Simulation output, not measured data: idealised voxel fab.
voxel ribs on slabs: a process module
Shown is cross-section cut, with a width of 245 nm and square cells of size 5 nm.
Throughout this document, each cross-section is represented as a grid of square cells and is presented as a sequence of bands enumerated from the top downward, where a band comprises one or more rows of cells. Band: top height; bottom height; in nm. Then, left to right: material with width in nm, for each material. "full width": a single material spanning edge to edge. "air": empty space. Beneath 0, the wafer as received is one material, and that level is where height counting begins. The lowest band goes on downward without a bottom; it is written like "top 0, no bottom". The two numbers in a width such as "30..40" mark its ends across the band: the first belongs to the top row of cells, the second to the bottom row, and from each row to the next the width moves by the same amount. What does "nothing altered" mean for a step? It means no cell of the cross-section changed in that step. "Sealed void list" enumerates empty spaces isolated from the top, with no open way to it, that contain at least 8 cells, giving each as width x height at distance from the left edge, all three in nm. Step line, after settings: the simulator's comment on this step. You can add "overlay nm" to a step's line. For a step with a mask, it describes how far the mask lay to the right of its planned position, and a negative number describes a lay to the left.

Here's what the planned process steps look like
- 1: RECEIVE | material Si
- 2: DIRECTIONAL_DEP | material SiO2 | thk nm 30
- 3: DIRECTIONAL_DEP | material polySi | thk nm 25
- 4: MASKED_ETCH | tone cover | mask id RIB | width nm 30 | etch materials polySi | depth nm 10 | overlay nm 0
- 5: MASKED_ETCH | tone cover | mask id SLAB | width nm 70 | etch materials polySi | depth nm 15 | overlay nm 0
- 6: FILL_DEP | material SiO2 | thk nm 20
- 7: CMP | height nm 70
- 8: DIRECTIONAL_DEP | material TiN | thk nm 5
- 9: DIRECTIONAL_DEP | material aC | thk nm 15
- 10: PATTERN | tone cover | mask id HEATER | material resist | width nm 40 | thk nm 30 | overlay nm 0
- 11: DIRECTIONAL_ETCH | etch materials aC | depth nm 15
- 12: STRIP | etch materials resist
- 13: DIRECTIONAL_ETCH | etch materials TiN | depth nm 5
- 14: STRIP | etch materials aC
- 15: CONFORMAL_DEP | material SiO2 | thk nm 10

Concerning the first of two wafers, which was run in accordance with the plan

Cross-section of the incoming wafer, state after step 1
- top 0, no bottom: Si full width
- Sealed void list: none

You're looking at a cross-section of the wafer after step 2
- top 30, bottom 0: SiO2 full width
- No changes below 0.

You're looking at a cross-section of the wafer after step 3
- top 55, bottom 30: polySi full width
- No changes below 30.

You're looking at a cross-section of the wafer after step 4
- top 55, bottom 45: air 105  polySi 30  air 110
- No changes below 45.

You're looking at a cross-section of the wafer after step 5
- top 55, bottom 45: air 105  polySi 30  air 110
- top 45, bottom 30: air 85  polySi 70  air 90
- No changes below 30.

You're looking at a cross-section of the wafer after step 6
- top 75, bottom 55: SiO2 full width
- top 55, bottom 45: SiO2 105  polySi 30  SiO2 110
- top 45, bottom 30: SiO2 85  polySi 70  SiO2 90
- No changes below 30.

You're looking at a cross-section of the wafer after step 7
- top 70, bottom 55: SiO2 full width
- No changes below 55.

You're looking at a cross-section of the wafer after step 8
- top 75, bottom 70: TiN full width
- No changes below 70.

You're looking at a cross-section of the wafer after step 9
- top 90, bottom 75: aC full width
- No changes below 75.

You're looking at a cross-section of the wafer after step 10
- top 120, bottom 90: air 100  resist 40  air 105
- No changes below 90.

You're looking at a cross-section of the wafer after step 11
- top 105, bottom 90: air 100  resist 40  air 105
- top 90, bottom 75: air 100  aC 40  air 105
- No changes below 75.

You're looking at a cross-section of the wafer after step 12
- top 90, bottom 75: air 100  aC 40  air 105
- No changes below 75.

You're looking at a cross-section of the wafer after step 13
- top 90, bottom 75: air 100  aC 40  air 105
- top 75, bottom 70: air 100  TiN 40  air 105
- No changes below 70.

You're looking at a cross-section of the wafer after step 14
- top 75, bottom 70: air 100  TiN 40  air 105
- No changes below 70.

You're looking at a cross-section of the wafer after step 15
- top 85, bottom 80: air 90  SiO2 60  air 95
- top 80, bottom 75: SiO2 full width
- top 75, bottom 70: SiO2 100  TiN 40  SiO2 105
- No changes below 70.

Wafer two. Same start, same plan, one slip in execution. Same as wafer one through step 1, inclusive

Look at the second wafer in cross-section at the time step 2 ought to have finished
- top 25, bottom 0: polySi full width
- No changes below 0.

Look at the second wafer in cross-section at the time step 3 ought to have finished
- top 55, bottom 25: SiO2 full width
- No changes below 25.

Look at the second wafer in cross-section at the time step 4 ought to have finished: nothing altered

Look at the second wafer in cross-section at the time step 5 ought to have finished: nothing altered

Look at the second wafer in cross-section at the time step 6 ought to have finished
- top 75, bottom 25: SiO2 full width
- No changes below 25.

Look at the second wafer in cross-section at the time step 7 ought to have finished
- top 70, bottom 25: SiO2 full width
- No changes below 25.

Look at the second wafer in cross-section at the time step 8 ought to have finished
- top 75, bottom 70: TiN full width
- No changes below 70.

Look at the second wafer in cross-section at the time step 9 ought to have finished
- top 90, bottom 75: aC full width
- No changes below 75.

Look at the second wafer in cross-section at the time step 10 ought to have finished
- top 120, bottom 90: air 100  resist 40  air 105
- No changes below 90.

Look at the second wafer in cross-section at the time step 11 ought to have finished
- top 105, bottom 90: air 100  resist 40  air 105
- top 90, bottom 75: air 100  aC 40  air 105
- No changes below 75.

Look at the second wafer in cross-section at the time step 12 ought to have finished
- top 90, bottom 75: air 100  aC 40  air 105
- No changes below 75.

Look at the second wafer in cross-section at the time step 13 ought to have finished
- top 90, bottom 75: air 100  aC 40  air 105
- top 75, bottom 70: air 100  TiN 40  air 105
- No changes below 70.

Look at the second wafer in cross-section at the time step 14 ought to have finished
- top 75, bottom 70: air 100  TiN 40  air 105
- No changes below 70.

Look at the second wafer in cross-section at the time step 15 ought to have finished
- top 85, bottom 80: air 90  SiO2 60  air 95
- top 80, bottom 75: SiO2 full width
- top 75, bottom 70: SiO2 100  TiN 40  SiO2 105
- No changes below 70.
Nonconformance to the process plan: steps 2 and 3 were swapped
End check, counted in cells, second wafer has more or fewer of these materials than the first: -191 SiO2, +191 polySi
